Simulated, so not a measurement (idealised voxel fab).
Process module under the name voxel capacitor over wiring
155 nm wide, 5 nm square cells: that's cross-section cut.
Format of a cross-section: grid, square cells. Given as bands. Order: top down. Band: one or more rows of cells. Band entry format. Leading values: height of top, height of bottom, nm. Remainder: materials in left-to-right order, each with its width in nm. Special words: "edge to edge" on a single material, which then fills the band edge to edge; "blank", empty space. Counting heights begins at 0, where everything beneath is, in the wafer as received, one material. The lowest band has no bottom; it goes on downwards, as "0 and below" shows. The two numbers in a width such as "30 to 40" mark its ends across the band: the first belongs to the top row of cells, the second to the bottom row, and from each row to the next the width moves by the same amount. Step note "no alterations made" = no cross-section cell changed. Basically, "Sealed voids" tells you about the enclosed voids: empty spaces with no open way to the top, 8 cells or bigger, each written width x height at distance, where distance is from the left edge, all in nm. Anything after a step's settings on that line? It's the simulator's own note about the step. "overlay nm" denotes, for a step that has a mask, the displacement of the mask to the right of its planned place, with negative values corresponding to the left. From here on the document is pairs. In a pair, the cross-section before one process step comes with the cross-section after it, and the latter goes no deeper than the lowest band that changed. What lies in between, the step and its settings, is written under the pair. A pair may be from a different run of this module on the same starting wafer than the pair above it, so it continues from that pair only where its entry headed "Before-step section" says so.

BEFORE-STEP SECTION
    75 down to 55 | 25 resist  20 blank  65 resist  20 blank  25 resist
    55 down to 45 | 25 aC  20 blank  65 aC  20 blank  25 aC
    45 down to 40 | SiCN edge to edge
    40 down to 15 | lowk edge to edge
    15 down to 0 | SiO2 edge to edge
    0 and below | Si edge to edge
    Sealed voids: none

RESULTING STRUCTURE
    55 down to 45 | 25 aC  20 blank  65 aC  20 blank  25 aC
    Under the height 45 nothing was changed.
    Sealed voids: none
Between the two cross-sections above, the process step reads STRIP,etch materials resist

Before-step section: carried over from the after image of the pair right above.

RESULTING STRUCTURE
    55 down to 45 | 25 aC  20 blank  65 aC  20 blank  25 aC
    45 down to 40 | 25 SiCN  20 blank  65 SiCN  20 blank  25 SiCN
    Under the height 40 nothing was changed.
    Sealed voids: none
Between the two cross-sections above, the process step reads DIRECTIONAL_ETCH,etch materials SiCN,depth nm 5

Before-step section: carried over from the after image of the pair right above.

RESULTING STRUCTURE
    45 down to 40 | 25 SiCN  20 blank  65 SiCN  20 blank  25 SiCN
    Under the height 40 nothing was changed.
    Sealed voids: none
Between the two cross-sections above, the process step reads STRIP,etch materials aC

Before-step section: carried over from the after image of the pair right above.

RESULTING STRUCTURE
    50 down to 45 | 30 TiN  10 blank  75 TiN  10 blank  30 TiN
    45 down to 40 | 25 SiCN  20 TiN  65 SiCN  20 TiN  25 SiCN
    Under the height 40 nothing was changed.
    Sealed voids: none
Between the two cross-sections above, the process step reads CONFORMAL_DEP,material TiN,thk nm 5

Before-step section: carried over from the after image of the pair right above.

RESULTING STRUCTURE
    55 down to 50 | Cu edge to edge
    50 down to 45 | 30 TiN  10 Cu  75 TiN  10 Cu  30 TiN
    Under the height 45 nothing was changed.
    Sealed voids: none
Between the two cross-sections above, the process step reads FILL_DEP,material Cu,thk nm 5

Before-step section: carried over from the after image of the pair right above.

RESULTING STRUCTURE
    45 down to 40 | 25 SiCN  20 TiN  65 SiCN  20 TiN  25 SiCN
    Under the height 40 nothing was changed.
    Sealed voids: none
Between the two cross-sections above, the process step reads CMP,height nm 45

Before-step section: carried over from the after image of the pair right above.

RESULTING STRUCTURE
    50 down to 45 | SiCN edge to edge
    Under the height 45 nothing was changed.
    Sealed voids: none
Between the two cross-sections above, the process step reads CONFORMAL_DEP,material SiCN,thk nm 5

Before-step section: carried over from the after image of the pair right above.

RESULTING STRUCTURE
    65 down to 50 | lowk edge to edge
    Under the height 50 nothing was changed.
    Sealed voids: none
Between the two cross-sections above, the process step reads DIRECTIONAL_DEP,material lowk,thk nm 15

Before-step section: carried over from the after image of the pair right above.

RESULTING STRUCTURE
    75 down to 65 | aC edge to edge
    Under the height 65 nothing was changed.
    Sealed voids: none
Between the two cross-sections above, the process step reads DIRECTIONAL_DEP,material aC,thk nm 10

Before-step section: carried over from the after image of the pair right above.

RESULTING STRUCTURE
    100 down to 75 | 30 resist  15 blank  110 resist
    Under the height 75 nothing was changed.
    Sealed voids: none
Between the two cross-sections above, the process step reads PATTERN,tone open,mask id PLUG_1,material resist,width nm 15,thk nm 25,overlay nm 0

Before-step section: carried over from the after image of the pair right above.

RESULTING STRUCTURE
    90 down to 75 | 30 resist  15 blank  110 resist
    75 down to 65 | 30 aC  15 blank  110 aC
    Under the height 65 nothing was changed.
    Sealed voids: none
Between the two cross-sections above, the process step reads DIRECTIONAL_ETCH,etch materials aC,depth nm 10

Before-step section: carried over from the after image of the pair right above.

RESULTING STRUCTURE
    75 down to 65 | 30 aC  15 blank  110 aC
    Under the height 65 nothing was changed.
    Sealed voids: none
Between the two cross-sections above, the process step reads STRIP,etch materials resist

Before-step section: carried over from the after image of the pair right above.

RESULTING STRUCTURE
    75 down to 65 | 30 aC  15 blank  110 aC
    65 down to 50 | 30 lowk  15 blank  110 lowk
    Under the height 50 nothing was changed.
    Sealed voids: none
Between the two cross-sections above, the process step reads DIRECTIONAL_ETCH,etch materials lowk,depth nm 15

Before-step section: carried over from the after image of the pair right above.

RESULTING STRUCTURE
    75 down to 65 | 30 aC  15 blank  110 aC
    65 down to 50 | 30 lowk  15 blank  110 lowk
    50 down to 45 | 30 SiCN  15 blank  110 SiCN
    Under the height 45 nothing was changed.
    Sealed voids: none
Between the two cross-sections above, the process step reads DIRECTIONAL_ETCH,etch materials SiCN,depth nm 5

Before-step section: carried over from the after image of the pair right above.

RESULTING STRUCTURE
    65 down to 50 | 30 lowk  15 blank  110 lowk
    Under the height 50 nothing was changed.
    Sealed voids: none
Between the two cross-sections above, the process step reads STRIP,etch materials aC

Before-step section: carried over from the after image of the pair right above.

RESULTING STRUCTURE
    65 down to 55 | 30 lowk  15 blank  110 lowk
    55 down to 50 | 30 lowk  15 Ru  110 lowk
    50 down to 45 | 30 SiCN  15 Ru  110 SiCN
    Under the height 45 nothing was changed.
    Sealed voids: none
Between the two cross-sections above, the process step reads EPI,material Ru,thk nm 10

Before-step section: carried over from the after image of the pair right above.

RESULTING STRUCTURE
    65 down to 50 | 30 lowk  15 Ru  110 lowk
    Under the height 50 nothing was changed.
    Sealed voids: none
Between the two cross-sections above, the process step reads EPI,material Ru,thk nm 10

Before-step section: carried over from the after image of the pair right above.

RESULTING STRUCTURE
    70 down to 65 | TiN edge to edge
    Under the height 65 nothing was changed.
    Sealed voids: none
Between the two cross-sections above, the process step reads DIRECTIONAL_DEP,material TiN,thk nm 5

Before-step section: carried over from the after image of the pair right above.

RESULTING STRUCTURE
    75 down to 70 | HfO2 edge to edge
    Under the height 70 nothing was changed.
    Sealed voids: none
Between the two cross-sections above, the process step reads DIRECTIONAL_DEP,material HfO2,thk nm 5

Before-step section: carried over from the after image of the pair right above.

RESULTING STRUCTURE
    85 down to 75 | TiN edge to edge
    Under the height 75 nothing was changed.
    Sealed voids: none
Between the two cross-sections above, the process step reads DIRECTIONAL_DEP,material TiN,thk nm 10

Before-step section: carried over from the after image of the pair right above.

RESULTING STRUCTURE
    85 down to 75 | 30 blank  70 TiN  55 blank
    Under the height 75 nothing was changed.
    Sealed voids: none
Between the two cross-sections above, the process step reads MASKED_ETCH,tone cover,mask id UPPER_PLATE,width nm 70,etch materials TiN,depth nm 10,overlay nm 0

Before-step section: carried over from the after image of the pair right above.

RESULTING STRUCTURE
    85 down to 75 | 30 blank  70 TiN  55 blank
    75 down to 70 | 30 blank  70 HfO2  55 blank
    Under the height 70 nothing was changed.
    Sealed voids: none
Between the two cross-sections above, the process step reads MASKED_ETCH,tone cover,mask id UPPER_PLATE,width nm 70,etch materials HfO2,depth nm 5,overlay nm 0

Before-step section: carried over from the after image of the pair right above.

RESULTING STRUCTURE
    100 down to 85 | 25 blank  80 resist  50 blank
    85 down to 75 | 25 blank  5 resist  70 TiN  5 resist  50 blank
    75 down to 70 | 25 blank  5 resist  70 HfO2  5 resist  50 blank
    Under the height 70 nothing was changed.
    Sealed voids: none
Between the two cross-sections above, the process step reads PATTERN,tone cover,mask id LOWER_PLATE,material resist,width nm 80,thk nm 15,overlay nm 0

Before-step section: carried over from the after image of the pair right above.

RESULTING STRUCTURE
    100 down to 85 | 25 blank  80 resist  50 blank
    85 down to 75 | 25 blank  5 resist  70 TiN  5 resist  50 blank
    75 down to 70 | 25 blank  5 resist  70 HfO2  5 resist  50 blank
    70 down to 65 | 25 blank  80 TiN  50 blank
    Under the height 65 nothing was changed.
    Sealed voids: none
Between the two cross-sections above, the process step reads DIRECTIONAL_ETCH,etch materials TiN,depth nm 5

Before-step section: carried over from the after image of the pair right above.

RESULTING STRUCTURE
    85 down to 75 | 30 blank  70 TiN  55 blank
    75 down to 70 | 30 blank  70 HfO2  55 blank
    Under the height 70 nothing was changed.
    Sealed voids: none
Between the two cross-sections above, the process step reads STRIP,etch materials resist

Before-step section: carried over from the after image of the pair right above.

RESULTING STRUCTURE
    100 down to 85 | SiO2 edge to edge
    85 down to 75 | 30 SiO2  70 TiN  55 SiO2
    75 down to 70 | 30 SiO2  70 HfO2  55 SiO2
    70 down to 65 | 25 SiO2  80 TiN  50 SiO2
    Under the height 65 nothing was changed.
    Sealed voids: none
Between the two cross-sections above, the process step reads FILL_DEP,material SiO2,thk nm 15

Before-step section: carried over from the after image of the pair right above.

RESULTING STRUCTURE
    95 down to 85 | SiO2 edge to edge
    Under the height 85 nothing was changed.
    Sealed voids: none
Between the two cross-sections above, the process step reads CMP,height nm 95

Before-step section: carried over from the after image of the pair right above.

RESULTING STRUCTURE
    105 down to 95 | aC edge to edge
    Under the height 95 nothing was changed.
    Sealed voids: none
Between the two cross-sections above, the process step reads DIRECTIONAL_DEP,material aC,thk nm 10

Before-step section: carried over from the after image of the pair right above.

RESULTING STRUCTURE
    135 down to 105 | 40 resist  15 blank  100 resist
    Under the height 105 nothing was changed.
    Sealed voids: none
Between the two cross-sections above, the process step reads PATTERN,tone open,mask id PLUG_2,material resist,width nm 15,thk nm 30,overlay nm 0

Before-step section: carried over from the after image of the pair right above.

RESULTING STRUCTURE
    125 down to 105 | 40 resist  15 blank  100 resist
    105 down to 95 | 40 aC  15 blank  100 aC
    Under the height 95 nothing was changed.
    Sealed voids: none
Between the two cross-sections above, the process step reads DIRECTIONAL_ETCH,etch materials aC,depth nm 10

Before-step section: carried over from the after image of the pair right above.

RESULTING STRUCTURE
    105 down to 95 | 40 aC  15 blank  100 aC
    Under the height 95 nothing was changed.
    Sealed voids: none
Between the two cross-sections above, the process step reads STRIP,etch materials resist

Before-step section: carried over from the after image of the pair right above.

RESULTING STRUCTURE
    105 down to 95 | 40 aC  15 blank  100 aC
    95 down to 85 | 40 SiO2  15 blank  100 SiO2
    Under the height 85 nothing was changed.
    Sealed voids: none
Between the two cross-sections above, the process step reads DIRECTIONAL_ETCH,etch materials SiO2,depth nm 10

Before-step section: carried over from the after image of the pair right above.

RESULTING STRUCTURE
    95 down to 85 | 40 SiO2  15 blank  100 SiO2
    Under the height 85 nothing was changed.
    Sealed voids: none
Between the two cross-sections above, the process step reads STRIP,etch materials aC

Before-step section: carried over from the after image of the pair right above.

RESULTING STRUCTURE
    100 down to 95 | 45 TiN  5 blank  105 TiN
    95 down to 90 | 40 SiO2  5 TiN  5 blank  5 TiN  100 SiO2
    90 down to 85 | 40 SiO2  15 TiN  100 SiO2
    Under the height 85 nothing was changed.
    Sealed voids: none
Between the two cross-sections above, the process step reads CONFORMAL_DEP,material TiN,thk nm 5

Before-step section: carried over from the after image of the pair right above.

RESULTING STRUCTURE
    110 down to 100 | W edge to edge
    100 down to 95 | 45 TiN  5 W  105 TiN
    95 down to 90 | 40 SiO2  5 TiN  5 W  5 TiN  100 SiO2
    Under the height 90 nothing was changed.
    Sealed voids: none
Between the two cross-sections above, the process step reads FILL_DEP,material W,thk nm 10

Before-step section: carried over from the after image of the pair right above.

RESULTING STRUCTURE
    95 down to 90 | 40 SiO2  5 TiN  5 W  5 TiN  100 SiO2
    Under the height 90 nothing was changed.
    Sealed voids: none
Between the two cross-sections above, the process step reads CMP,height nm 95

Before-step section: carried over from the after image of the pair right above.

RESULTING STRUCTURE
    100 down to 95 | SiCN edge to edge
    Under the height 95 nothing was changed.
    Sealed voids: none
Between the two cross-sections above, the process step reads CONFORMAL_DEP,material SiCN,thk nm 5

BEFORE-STEP SECTION
    65 down to 50 | 30 lowk  15 Ru  110 lowk
    50 down to 45 | 30 SiCN  15 Ru  110 SiCN
    45 down to 20 | 25 lowk  5 TiN  10 Cu  5 TiN  65 lowk  5 TiN  10 Cu  5 TiN  25 lowk
    20 down to 15 | 25 SiCN  20 TiN  65 SiCN  20 TiN  25 SiCN
    15 down to 0 | SiO2 edge to edge
    0 and below | Si edge to edge
    Sealed voids: none

RESULTING STRUCTURE
    80 down to 65 | TiN edge to edge
    Under the height 65 nothing was changed.
    Sealed voids: none
Between the two cross-sections above, the process step reads DIRECTIONAL_DEP,material TiN,thk nm 15

Before-step section: carried over from the after image of the pair right above.

RESULTING STRUCTURE
    85 down to 80 | HfO2 edge to edge
    Under the height 80 nothing was changed.
    Sealed voids: none
Between the two cross-sections above, the process step reads DIRECTIONAL_DEP,material HfO2,thk nm 5

Before-step section: carried over from the after image of the pair right above.

RESULTING STRUCTURE
    95 down to 85 | TiN edge to edge
    Under the height 85 nothing was changed.
    Sealed voids: none
Between the two cross-sections above, the process step reads DIRECTIONAL_DEP,material TiN,thk nm 10

Before-step section: carried over from the after image of the pair right above.

RESULTING STRUCTURE
    95 down to 85 | 30 blank  70 TiN  55 blank
    Under the height 85 nothing was changed.
    Sealed voids: none
Between the two cross-sections above, the process step reads MASKED_ETCH,tone cover,mask id UPPER_PLATE,width nm 70,etch materials TiN,depth nm 10,overlay nm 0

Before-step section: carried over from the after image of the pair right above.

RESULTING STRUCTURE
    95 down to 85 | 30 blank  70 TiN  55 blank
    85 down to 80 | 30 blank  70 HfO2  55 blank
    Under the height 80 nothing was changed.
    Sealed voids: none
Between the two cross-sections above, the process step reads MASKED_ETCH,tone cover,mask id UPPER_PLATE,width nm 70,etch materials HfO2,depth nm 5,overlay nm 0

Before-step section: carried over from the after image of the pair right above.

RESULTING STRUCTURE
    110 down to 95 | 25 blank  80 resist  50 blank
    95 down to 85 | 25 blank  5 resist  70 TiN  5 resist  50 blank
    85 down to 80 | 25 blank  5 resist  70 HfO2  5 resist  50 blank
    Under the height 80 nothing was changed.
    Sealed voids: none
Between the two cross-sections above, the process step reads PATTERN,tone cover,mask id LOWER_PLATE,material resist,width nm 80,thk nm 15,overlay nm 0

Before-step section: carried over from the after image of the pair right above.

RESULTING STRUCTURE
    110 down to 95 | 25 blank  80 resist  50 blank
    95 down to 85 | 25 blank  5 resist  70 TiN  5 resist  50 blank
    85 down to 80 | 25 blank  5 resist  70 HfO2  5 resist  50 blank
    80 down to 75 | 25 blank  80 TiN  50 blank
    Under the height 75 nothing was changed.
    Sealed voids: none
Between the two cross-sections above, the process step reads DIRECTIONAL_ETCH,etch materials TiN,depth nm 5

Before-step section: carried over from the after image of the pair right above.

RESULTING STRUCTURE
    95 down to 85 | 30 blank  70 TiN  55 blank
    85 down to 80 | 30 blank  70 HfO2  55 blank
    Under the height 80 nothing was changed.
    Sealed voids: none
Between the two cross-sections above, the process step reads STRIP,etch materials resist

Before-step section: carried over from the after image of the pair right above.

RESULTING STRUCTURE
    110 down to 95 | SiO2 edge to edge
    95 down to 85 | 30 SiO2  70 TiN  55 SiO2
    85 down to 80 | 30 SiO2  70 HfO2  55 SiO2
    80 down to 75 | 25 SiO2  80 TiN  50 SiO2
    Under the height 75 nothing was changed.
    Sealed voids: none
Between the two cross-sections above, the process step reads FILL_DEP,material SiO2,thk nm 15

Before-step section: carried over from the after image of the pair right above.

RESULTING STRUCTURE
    95 down to 85 | 30 SiO2  70 TiN  55 SiO2
    Under the height 85 nothing was changed.
    Sealed voids: none
Between the two cross-sections above, the process step reads CMP,height nm 95

Before-step section: carried over from the after image of the pair right above.

RESULTING STRUCTURE
    105 down to 95 | aC edge to edge
    Under the height 95 nothing was changed.
    Sealed voids: none
Between the two cross-sections above, the process step reads DIRECTIONAL_DEP,material aC,thk nm 10

Before-step section: carried over from the after image of the pair right above.

RESULTING STRUCTURE
    135 down to 105 | 40 resist  15 blank  100 resist
    Under the height 105 nothing was changed.
    Sealed voids: none
Between the two cross-sections above, the process step reads PATTERN,tone open,mask id PLUG_2,material resist,width nm 15,thk nm 30,overlay nm 0

Before-step section: carried over from the after image of the pair right above.

RESULTING STRUCTURE
    125 down to 105 | 40 resist  15 blank  100 resist
    105 down to 95 | 40 aC  15 blank  100 aC
    Under the height 95 nothing was changed.
    Sealed voids: none
Between the two cross-sections above, the process step reads DIRECTIONAL_ETCH,etch materials aC,depth nm 10

Before-step section: carried over from the after image of the pair right above.

RESULTING STRUCTURE
    105 down to 95 | 40 aC  15 blank  100 aC
    Under the height 95 nothing was changed.
    Sealed voids: none
Between the two cross-sections above, the process step reads STRIP,etch materials resist

Before-step section: carried over from the after image of the pair right above.

RESULTING STRUCTURE
    95 down to 85 | 30 SiO2  70 TiN  55 SiO2
    Under the height 85 nothing was changed.
    Sealed voids: none
Between the two cross-sections above, the process step reads STRIP,etch materials aC

Before-step section: carried over from the after image of the pair right above.

RESULTING STRUCTURE
    100 down to 95 | TiN edge to edge
    Under the height 95 nothing was changed.
    Sealed voids: none
Between the two cross-sections above, the process step reads CONFORMAL_DEP,material TiN,thk nm 5

Before-step section: carried over from the after image of the pair right above.

RESULTING STRUCTURE
    110 down to 100 | W edge to edge
    Under the height 100 nothing was changed.
    Sealed voids: none
Between the two cross-sections above, the process step reads FILL_DEP,material W,thk nm 10

Before-step section: carried over from the after image of the pair right above.

RESULTING STRUCTURE
    95 down to 85 | 30 SiO2  70 TiN  55 SiO2
    Under the height 85 nothing was changed.
    Sealed voids: none
Between the two cross-sections above, the process step reads CMP,height nm 95

Before-step section: carried over from the after image of the pair right above.

RESULTING STRUCTURE
    100 down to 95 | SiCN edge to edge
    Under the height 95 nothing was changed.
    Sealed voids: none
Between the two cross-sections above, the process step reads CONFORMAL_DEP,material SiCN,thk nm 5

BEFORE-STEP SECTION
    75 down to 65 | aC edge to edge
    65 down to 50 | lowk edge to edge
    50 down to 45 | SiCN edge to edge
    45 down to 20 | 25 lowk  5 TiN  10 Cu  5 TiN  65 lowk  5 TiN  10 Cu  5 TiN  25 lowk
    20 down to 15 | 25 SiCN  20 TiN  65 SiCN  20 TiN  25 SiCN
    15 down to 0 | SiO2 edge to edge
    0 and below | Si edge to edge
    Sealed voids: none

RESULTING STRUCTURE
    100 down to 75 | 25 resist  25 blank  105 resist
    Under the height 75 nothing was changed.
    Sealed voids: none
Between the two cross-sections above, the process step reads PATTERN,tone open,mask id PLUG_1,material resist,width nm 25,thk nm 25,overlay nm 0

Before-step section: carried over from the after image of the pair right above.

RESULTING STRUCTURE
    90 down to 75 | 25 resist  25 blank  105 resist
    75 down to 65 | 25 aC  25 blank  105 aC
    Under the height 65 nothing was changed.
    Sealed voids: none
Between the two cross-sections above, the process step reads DIRECTIONAL_ETCH,etch materials aC,depth nm 10

Before-step section: carried over from the after image of the pair right above.

RESULTING STRUCTURE
    75 down to 65 | 25 aC  25 blank  105 aC
    Under the height 65 nothing was changed.
    Sealed voids: none
Between the two cross-sections above, the process step reads STRIP,etch materials resist

Before-step section: carried over from the after image of the pair right above.

RESULTING STRUCTURE
    75 down to 65 | 25 aC  25 blank  105 aC
    65 down to 50 | 25 lowk  25 blank  105 lowk
    Under the height 50 nothing was changed.
    Sealed voids: none
Between the two cross-sections above, the process step reads DIRECTIONAL_ETCH,etch materials lowk,depth nm 15

Before-step section: carried over from the after image of the pair right above.

RESULTING STRUCTURE
    75 down to 65 | 25 aC  25 blank  105 aC
    65 down to 50 | 25 lowk  25 blank  105 lowk
    50 down to 45 | 25 SiCN  25 blank  105 SiCN
    Under the height 45 nothing was changed.
    Sealed voids: none
Between the two cross-sections above, the process step reads DIRECTIONAL_ETCH,etch materials SiCN,depth nm 5

Before-step section: carried over from the after image of the pair right above.

RESULTING STRUCTURE
    65 down to 50 | 25 lowk  25 blank  105 lowk
    Under the height 50 nothing was changed.
    Sealed voids: none
Between the two cross-sections above, the process step reads STRIP,etch materials aC

Before-step section: carried over from the after image of the pair right above.

RESULTING STRUCTURE
    65 down to 55 | 25 lowk  25 blank  105 lowk
    55 down to 50 | 25 lowk  25 Ru  105 lowk
    50 down to 45 | 25 SiCN  25 Ru  105 SiCN
    Under the height 45 nothing was changed.
    Sealed voids: none
Between the two cross-sections above, the process step reads EPI,material Ru,thk nm 10

Before-step section: carried over from the after image of the pair right above.

RESULTING STRUCTURE
    65 down to 50 | 25 lowk  25 Ru  105 lowk
    Under the height 50 nothing was changed.
    Sealed voids: none
Between the two cross-sections above, the process step reads EPI,material Ru,thk nm 10

Before-step section: carried over from the after image of the pair right above.

RESULTING STRUCTURE
    70 down to 65 | TiN edge to edge
    Under the height 65 nothing was changed.
    Sealed voids: none
Between the two cross-sections above, the process step reads DIRECTIONAL_DEP,material TiN,thk nm 5

Before-step section: carried over from the after image of the pair right above.

RESULTING STRUCTURE
    75 down to 70 | HfO2 edge to edge
    Under the height 70 nothing was changed.
    Sealed voids: none
Between the two cross-sections above, the process step reads DIRECTIONAL_DEP,material HfO2,thk nm 5

Before-step section: carried over from the after image of the pair right above.

RESULTING STRUCTURE
    85 down to 75 | TiN edge to edge
    Under the height 75 nothing was changed.
    Sealed voids: none
Between the two cross-sections above, the process step reads DIRECTIONAL_DEP,material TiN,thk nm 10

Before-step section: carried over from the after image of the pair right above.

RESULTING STRUCTURE
    85 down to 75 | 30 blank  70 TiN  55 blank
    Under the height 75 nothing was changed.
    Sealed voids: none
Between the two cross-sections above, the process step reads MASKED_ETCH,tone cover,mask id UPPER_PLATE,width nm 70,etch materials TiN,depth nm 10,overlay nm 0

Before-step section: carried over from the after image of the pair right above.

RESULTING STRUCTURE
    85 down to 75 | 30 blank  70 TiN  55 blank
    75 down to 70 | 30 blank  70 HfO2  55 blank
    Under the height 70 nothing was changed.
    Sealed voids: none
Between the two cross-sections above, the process step reads MASKED_ETCH,tone cover,mask id UPPER_PLATE,width nm 70,etch materials HfO2,depth nm 5,overlay nm 0

Before-step section: carried over from the after image of the pair right above.

RESULTING STRUCTURE
    100 down to 85 | 25 blank  80 resist  50 blank
    85 down to 75 | 25 blank  5 resist  70 TiN  5 resist  50 blank
    75 down to 70 | 25 blank  5 resist  70 HfO2  5 resist  50 blank
    Under the height 70 nothing was changed.
    Sealed voids: none
Between the two cross-sections above, the process step reads PATTERN,tone cover,mask id LOWER_PLATE,material resist,width nm 80,thk nm 15,overlay nm 0

Before-step section: carried over from the after image of the pair right above.

RESULTING STRUCTURE
    100 down to 85 | 25 blank  80 resist  50 blank
    85 down to 75 | 25 blank  5 resist  70 TiN  5 resist  50 blank
    75 down to 70 | 25 blank  5 resist  70 HfO2  5 resist  50 blank
    70 down to 65 | 25 blank  80 TiN  50 blank
    Under the height 65 nothing was changed.
    Sealed voids: none
Between the two cross-sections above, the process step reads DIRECTIONAL_ETCH,etch materials TiN,depth nm 5

Before-step section: carried over from the after image of the pair right above.

RESULTING STRUCTURE
    85 down to 75 | 30 blank  70 TiN  55 blank
    75 down to 70 | 30 blank  70 HfO2  55 blank
    Under the height 70 nothing was changed.
    Sealed voids: none
Between the two cross-sections above, the process step reads STRIP,etch materials resist

Before-step section: carried over from the after image of the pair right above.

RESULTING STRUCTURE
    100 down to 85 | SiO2 edge to edge
    85 down to 75 | 30 SiO2  70 TiN  55 SiO2
    75 down to 70 | 30 SiO2  70 HfO2  55 SiO2
    70 down to 65 | 25 SiO2  80 TiN  50 SiO2
    Under the height 65 nothing was changed.
    Sealed voids: none
Between the two cross-sections above, the process step reads FILL_DEP,material SiO2,thk nm 15

Before-step section: carried over from the after image of the pair right above.

RESULTING STRUCTURE
    95 down to 85 | SiO2 edge to edge
    Under the height 85 nothing was changed.
    Sealed voids: none
Between the two cross-sections above, the process step reads CMP,height nm 95

Before-step section: carried over from the after image of the pair right above.

RESULTING STRUCTURE
    105 down to 95 | aC edge to edge
    Under the height 95 nothing was changed.
    Sealed voids: none
Between the two cross-sections above, the process step reads DIRECTIONAL_DEP,material aC,thk nm 10

Before-step section: carried over from the after image of the pair right above.

RESULTING STRUCTURE
    135 down to 105 | 40 resist  15 blank  100 resist
    Under the height 105 nothing was changed.
    Sealed voids: none
Between the two cross-sections above, the process step reads PATTERN,tone open,mask id PLUG_2,material resist,width nm 15,thk nm 30,overlay nm 0

Before-step section: carried over from the after image of the pair right above.

RESULTING STRUCTURE
    125 down to 105 | 40 resist  15 blank  100 resist
    105 down to 95 | 40 aC  15 blank  100 aC
    Under the height 95 nothing was changed.
    Sealed voids: none
Between the two cross-sections above, the process step reads DIRECTIONAL_ETCH,etch materials aC,depth nm 10

Before-step section: carried over from the after image of the pair right above.

RESULTING STRUCTURE
    105 down to 95 | 40 aC  15 blank  100 aC
    Under the height 95 nothing was changed.
    Sealed voids: none
Between the two cross-sections above, the process step reads STRIP,etch materials resist

Before-step section: carried over from the after image of the pair right above.

RESULTING STRUCTURE
    105 down to 95 | 40 aC  15 blank  100 aC
    95 down to 85 | 40 SiO2  15 blank  100 SiO2
    Under the height 85 nothing was changed.
    Sealed voids: none
Between the two cross-sections above, the process step reads DIRECTIONAL_ETCH,etch materials SiO2,depth nm 10

Before-step section: carried over from the after image of the pair right above.

RESULTING STRUCTURE
    95 down to 85 | 40 SiO2  15 blank  100 SiO2
    Under the height 85 nothing was changed.
    Sealed voids: none
Between the two cross-sections above, the process step reads STRIP,etch materials aC

Before-step section: carried over from the after image of the pair right above.

RESULTING STRUCTURE
    100 down to 95 | 45 TiN  5 blank  105 TiN
    95 down to 90 | 40 SiO2  5 TiN  5 blank  5 TiN  100 SiO2
    90 down to 85 | 40 SiO2  15 TiN  100 SiO2
    Under the height 85 nothing was changed.
    Sealed voids: none
Between the two cross-sections above, the process step reads CONFORMAL_DEP,material TiN,thk nm 5

Before-step section: carried over from the after image of the pair right above.

RESULTING STRUCTURE
    110 down to 100 | W edge to edge
    100 down to 95 | 45 TiN  5 W  105 TiN
    95 down to 90 | 40 SiO2  5 TiN  5 W  5 TiN  100 SiO2
    Under the height 90 nothing was changed.
    Sealed voids: none
Between the two cross-sections above, the process step reads FILL_DEP,material W,thk nm 10

Before-step section: carried over from the after image of the pair right above.

RESULTING STRUCTURE
    95 down to 90 | 40 SiO2  5 TiN  5 W  5 TiN  100 SiO2
    Under the height 90 nothing was changed.
    Sealed voids: none
Between the two cross-sections above, the process step reads CMP,height nm 95

Before-step section: carried over from the after image of the pair right above.

RESULTING STRUCTURE
    100 down to 95 | SiCN edge to edge
    Under the height 95 nothing was changed.
    Sealed voids: none
Between the two cross-sections above, the process step reads CONFORMAL_DEP,material SiCN,thk nm 5

BEFORE-STEP SECTION
    85 down to 75 | 30 blank  70 TiN  55 blank
    75 down to 70 | HfO2 edge to edge
    70 down to 65 | TiN edge to edge
    65 down to 50 | 30 lowk  15 Ru  110 lowk
    50 down to 45 | 30 SiCN  15 Ru  110 SiCN
    45 down to 20 | 25 lowk  5 TiN  10 Cu  5 TiN  65 lowk  5 TiN  10 Cu  5 TiN  25 lowk
    20 down to 15 | 25 SiCN  20 TiN  65 SiCN  20 TiN  25 SiCN
    15 down to 0 | SiO2 edge to edge
    0 and below | Si edge to edge
    Sealed voids: none

RESULTING STRUCTURE
    85 down to 75 | 30 blank  70 TiN  55 blank
    75 down to 70 | 20 blank  80 HfO2  55 blank
    Under the height 70 nothing was changed.
    Sealed voids: none
Between the two cross-sections above, the process step reads MASKED_ETCH,tone cover,mask id UPPER_PLATE,width nm 70,etch materials HfO2,depth nm 5,overlay nm -10

Before-step section: carried over from the after image of the pair right above.

RESULTING STRUCTURE
    100 down to 85 | 25 blank  80 resist  50 blank
    85 down to 75 | 25 blank  5 resist  70 TiN  5 resist  50 blank
    75 down to 70 | 20 blank  80 HfO2  5 resist  50 blank
    Under the height 70 nothing was changed.
    Sealed voids: none
Between the two cross-sections above, the process step reads PATTERN,tone cover,mask id LOWER_PLATE,material resist,width nm 80,thk nm 15,overlay nm 0

Before-step section: carried over from the after image of the pair right above.

RESULTING STRUCTURE
    100 down to 85 | 25 blank  80 resist  50 blank
    85 down to 75 | 25 blank  5 resist  70 TiN  5 resist  50 blank
    75 down to 70 | 20 blank  80 HfO2  5 resist  50 blank
    70 down to 65 | 20 blank  85 TiN  50 blank
    Under the height 65 nothing was changed.
    Sealed voids: none
Between the two cross-sections above, the process step reads DIRECTIONAL_ETCH,etch materials TiN,depth nm 5

Before-step section: carried over from the after image of the pair right above.

RESULTING STRUCTURE
    85 down to 75 | 30 blank  70 TiN  55 blank
    75 down to 70 | 20 blank  80 HfO2  55 blank
    Under the height 70 nothing was changed.
    Sealed voids: none
Between the two cross-sections above, the process step reads STRIP,etch materials resist

Before-step section: carried over from the after image of the pair right above.

RESULTING STRUCTURE
    100 down to 85 | SiO2 edge to edge
    85 down to 75 | 30 SiO2  70 TiN  55 SiO2
    75 down to 70 | 20 SiO2  80 HfO2  55 SiO2
    70 down to 65 | 20 SiO2  85 TiN  50 SiO2
    Under the height 65 nothing was changed.
    Sealed voids: none
Between the two cross-sections above, the process step reads FILL_DEP,material SiO2,thk nm 15

Before-step section: carried over from the after image of the pair right above.

RESULTING STRUCTURE
    95 down to 85 | SiO2 edge to edge
    Under the height 85 nothing was changed.
    Sealed voids: none
Between the two cross-sections above, the process step reads CMP,height nm 95

Before-step section: carried over from the after image of the pair right above.

RESULTING STRUCTURE
    105 down to 95 | aC edge to edge
    Under the height 95 nothing was changed.
    Sealed voids: none
Between the two cross-sections above, the process step reads DIRECTIONAL_DEP,material aC,thk nm 10

Before-step section: carried over from the after image of the pair right above.

RESULTING STRUCTURE
    135 down to 105 | 40 resist  15 blank  100 resist
    Under the height 105 nothing was changed.
    Sealed voids: none
Between the two cross-sections above, the process step reads PATTERN,tone open,mask id PLUG_2,material resist,width nm 15,thk nm 30,overlay nm 0
